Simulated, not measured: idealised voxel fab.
The document below concerns the process module designated voxel self aligned vias.
The cross-section shown here is cut; it is 190 nm wide and divided into square cells measuring 5 nm on a side.
Think of the cross-section as a grid of square cells. We describe it in bands, top to bottom, and each band covers one or more rows of those cells.
Quick guide to a band line: top height, bottom height (nm) up front; then every material left to right with its width in nm. Only one material and it's marked "throughout"? Then it fills the band edge to edge. And "air" just means empty space.
Ref level 0: as-received wafer is one material below here. Bottom band extends down with no lower bound ("from 0 down").
Width "30..40": first value at the band's top row of cells, second value at its bottom row, equal change from row to row.
A step reported as "nothing changed" is a step in which no cell of the cross-section changed.
Voids not open to the top, 8 cells minimum: see "Closed voids list". Written width x height at distance; distance is from the left edge; nm.
after a step's settings: what the simulator itself notes on the step
The line of a step may include "overlay nm". On a step with a mask, this value is how far to the right of its planned place the mask lay. A negative value means the mask lay to the left.

# The process steps that were planned are listed below
1 RECEIVE [material Si]
2 CONFORMAL_DEP [material SiO2] [thk nm 15]
3 CONFORMAL_DEP [material SiCN] [thk nm 5]
4 DIRECTIONAL_DEP [material lowk] [thk nm 20]
5 MASKED_ETCH [tone open] [mask id LINES] [width nm 25] [pitch nm 70] [etch materials lowk] [depth nm 20] [overlay nm -15]
6 CONFORMAL_DEP [material TiN] [thk nm 5]
7 FILL_DEP [material W] [thk nm 5]
8 CMP [height nm 40]
9 SELECTIVE_ETCH [etch materials W Ru TiN] [depth nm 5]
10 FILL_DEP [material SiN] [thk nm 10]
11 CMP [height nm 40]
12 DIRECTIONAL_DEP [material lowk] [thk nm 15]
13 DIRECTIONAL_DEP [material aC] [thk nm 10]
14 PATTERN [tone open] [mask id VIAS] [material resist] [width nm 45] [thk nm 25] [overlay nm 0]
15 DIRECTIONAL_ETCH [etch materials aC] [depth nm 10]
16 STRIP [etch materials resist]
17 DIRECTIONAL_ETCH [etch materials lowk] [depth nm 15]
18 DIRECTIONAL_ETCH [etch materials SiN] [depth nm 5]
19 STRIP [etch materials aC]
20 CONFORMAL_DEP [material TiN] [thk nm 5]
21 FILL_DEP [material Cu] [thk nm 10]
22 CMP [height nm 55]
23 CONFORMAL_DEP [material SiN] [thk nm 5]
Every wafer here starts from the same state; it is the step 5 overlay nm that distinguishes them, and the value the plan gives belongs to the first wafer.

# First of several wafers (as received, post step 1), cross-sectional view
	from 0 down | Si throughout
	Closed voids list: none

# Rows = wafers. At module end, each row lists per material the cells gained (+) or lost (-) since the wafer was received, then the closed voids
overlay nm -15 | +16 Cu | +38 SiCN | +44 SiN | +114 SiO2 | +33 TiN | +12 W | +199 lowk | Closed voids list: none
overlay nm -10 | +17 Cu | +38 SiCN | +43 SiN | +114 SiO2 | +33 TiN | +12 W | +199 lowk | Closed voids list: none
overlay nm -5 | +17 Cu | +38 SiCN | +43 SiN | +114 SiO2 | +33 TiN | +12 W | +199 lowk | Closed voids list: none
overlay nm 0 | +17 Cu | +38 SiCN | +43 SiN | +114 SiO2 | +33 TiN | +12 W | +199 lowk | Closed voids list: none
overlay nm 5 | +17 Cu | +38 SiCN | +43 SiN | +114 SiO2 | +33 TiN | +12 W | +199 lowk | Closed voids list: none
overlay nm 10 | +17 Cu | +38 SiCN | +43 SiN | +114 SiO2 | +33 TiN | +12 W | +199 lowk | Closed voids list: none
overlay nm 15 | +16 Cu | +38 SiCN | +44 SiN | +114 SiO2 | +33 TiN | +12 W | +199 lowk | Closed voids list: none
